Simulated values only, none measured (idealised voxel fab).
process module | voxel capacitor over wiring
cross-section cut | 235 nm wide | cells 5 nm
A cross-section is a grid of square cells, given in bands from the top down. A band is one or more rows of cells.
Each band's line starts with the height of the band's top and of its bottom, in nm. Then come its materials from left to right, each with its width in nm. One material with "throughout" fills the band from edge to edge. "air" is empty space.
Height 0 is the level under which the wafer as received is all one material. The lowest band goes on downwards, as in "0 down".
A width such as "30 to 40" changes by the same amount from each row of cells to the next, from the band's top row to its bottom row.
"no change" after a step means that no cell of the cross-section changed.
closed voids: empty space of 8 cells or more with no open way to the top, each as width x height at its distance from the left edge, in nm
after a step's settings: what the simulator itself notes on the step
overlay nm, on a step with a mask: how far to the right of its planned place the mask lay; to the left if negative
plan
1 op RECEIVE | material Si
2 op CONFORMAL_DEP | material SiO2 | thk nm 10
3 op CONFORMAL_DEP | material SiCN | thk nm 5
4 op DIRECTIONAL_DEP | material lowk | thk nm 15
5 op MASKED_ETCH | tone open | mask id METAL_1 | width nm 25 | pitch nm 90 | etch materials lowk | depth nm 15 | overlay nm 0
6 op MASKED_ETCH | tone open | mask id METAL_1 | width nm 25 | pitch nm 90 | etch materials SiCN | depth nm 5 | overlay nm 0
7 op CONFORMAL_DEP | material TiN | thk nm 5
8 op FILL_DEP | material Ru | thk nm 5
9 op CMP | height nm 30
10 op CONFORMAL_DEP | material SiCN | thk nm 5
11 op DIRECTIONAL_DEP | material SiO2 | thk nm 10
12 op DIRECTIONAL_DEP | material aC | thk nm 10
13 op PATTERN | tone open | mask id PLUG_1 | material resist | width nm 15 | thk nm 25 | overlay nm 0
14 op DIRECTIONAL_ETCH | etch materials aC | depth nm 10
15 op STRIP | etch materials resist
16 op DIRECTIONAL_ETCH | etch materials SiO2 | depth nm 10
17 op DIRECTIONAL_ETCH | etch materials SiCN | depth nm 5
18 op STRIP | etch materials aC
19 op EPI | material Ru | thk nm 10
20 op EPI | material Ru | thk nm 5
21 op DIRECTIONAL_DEP | material TiN | thk nm 10
22 op DIRECTIONAL_DEP | material Al2O3 | thk nm 5
23 op DIRECTIONAL_DEP | material TiN | thk nm 5
24 op MASKED_ETCH | tone cover | mask id UPPER_PLATE | width nm 70 | etch materials TiN | depth nm 5 | overlay nm 0
25 op MASKED_ETCH | tone cover | mask id UPPER_PLATE | width nm 70 | etch materials Al2O3 | depth nm 5 | overlay nm 0
26 op MASKED_ETCH | tone cover | mask id LOWER_PLATE | width nm 80 | etch materials TiN | depth nm 10 | overlay nm 0
27 op FILL_DEP | material SiO2 | thk nm 20
28 op CMP | height nm 80
29 op MASKED_ETCH | tone open | mask id PLUG_2 | width nm 15 | etch materials SiO2 | depth nm 15 | overlay nm 0
30 op CONFORMAL_DEP | material TiN | thk nm 5
31 op FILL_DEP | material W | thk nm 10
32 op CMP | height nm 80
33 op CONFORMAL_DEP | material SiN | thk nm 5
as received, after step 1
  0 down: Si throughout
  closed voids: none
first wafer at the end, as planned
  85 to 80: SiN throughout
  80 to 70: SiO2 80 | TiN 5 | W 5 | TiN 5 | SiO2 140
  70 to 60: SiO2 80 to 70 | TiN 15 to 70 | SiO2 140 to 95
  60 to 55: SiO2 70 | Al2O3 70 | SiO2 95
  55 to 45: SiO2 65 | TiN 80 | SiO2 90
  45 to 35: SiO2 70 | Ru 15 | SiO2 150
  35 to 30: SiCN 70 | Ru 15 | SiCN 150
  30 to 15: lowk 60 | TiN 5 | Ru 15 | TiN 5 | lowk 65 | TiN 5 | Ru 15 | TiN 5 | lowk 60
  15 to 10: SiCN 60 | TiN 25 | SiCN 65 | TiN 25 | SiCN 60
  10 to 0: SiO2 throughout
  0 down: Si throughout
  closed voids: none
second wafer at the end: like start, like plan, one mistake
  85 to 80: SiN throughout
  80 to 70: SiO2 80 | TiN 5 | W 5 | TiN 5 | SiO2 140
  70 to 60: SiO2 80 to 70 | TiN 15 to 70 | SiO2 140 to 95
  60 to 55: SiO2 70 | Al2O3 70 | SiO2 95
  55 to 45: Ru throughout
  45 to 35: SiO2 70 | Ru 15 | SiO2 150
  35 to 30: SiCN 70 | Ru 15 | SiCN 150
  30 to 15: lowk 60 | TiN 5 | Ru 15 | TiN 5 | lowk 65 | TiN 5 | Ru 15 | TiN 5 | lowk 60
  15 to 10: SiCN 60 | TiN 25 | SiCN 65 | TiN 25 | SiCN 60
  10 to 0: SiO2 throughout
  0 down: Si throughout
  closed voids: none
what went wrong: step 21 ran as: op DIRECTIONAL_DEP | material Ru | thk nm 10
at the end the second wafer has, in cells: 94 more of Ru | 62 fewer of SiO2 | 32 fewer of TiN
